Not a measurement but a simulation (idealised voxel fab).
process module | voxel lift off
cross-section cut | 255 nm wide | cells 5 nm
A cross-section is a grid of square cells, given in bands from the top down. A band is one or more rows of cells.
Each band's line starts with the height of the band's top and of its bottom, in nm. Then come its materials from left to right, each with its width in nm. One material with "throughout" fills the band from edge to edge. "air" is empty space.
Height 0 is the level under which the wafer as received is all one material. The lowest band goes on downwards, as in "0 down".
A width such as "30 to 40" changes by the same amount from each row of cells to the next, from the band's top row to its bottom row.
"no change" after a step means that no cell of the cross-section changed.
closed voids: empty space of 8 cells or more with no open way to the top, each as width x height at its distance from the left edge, in nm
after a step's settings: what the simulator itself notes on the step
overlay nm, on a step with a mask: how far to the right of its planned place the mask lay; to the left if negative
plan
1 op RECEIVE | material Si
2 op CONFORMAL_DEP | material SiO2 | thk nm 15
3 op PATTERN | tone open | mask id LINES | material resist | width nm 20 | pitch nm 50 | thk nm 20 | overlay nm 0
4 op DIRECTIONAL_DEP | material Ru | thk nm 10
5 op STRIP | etch materials resist
6 op CONFORMAL_DEP | material SiO2 | thk nm 5
as received, after step 1
  0 down: Si throughout
  closed voids: none
a wafer at the end: this start, this plan, one mistake
  30 to 25: air 25 | SiO2 30 | air 20 | SiO2 30 | air 20 | SiO2 30 | air 20 | SiO2 30 | air 50
  25 to 20: air 25 | SiO2 5 | Ru 20 | SiO2 5 | air 20 | SiO2 5 | Ru 20 | SiO2 5 | air 20 | SiO2 5 | Ru 20 | SiO2 5 | air 20 | SiO2 5 | Ru 20 | SiO2 5 | air 50
  20 to 15: SiO2 30 | Ru 20 | SiO2 30 | Ru 20 | SiO2 30 | Ru 20 | SiO2 30 | Ru 20 | SiO2 55
  15 to 0: SiO2 throughout
  0 down: Si throughout
  closed voids: none
what went wrong: step 3 ran as: op PATTERN | tone open | mask id LINES | material resist | width nm 20 | pitch nm 50 | thk nm 20 | overlay nm -10
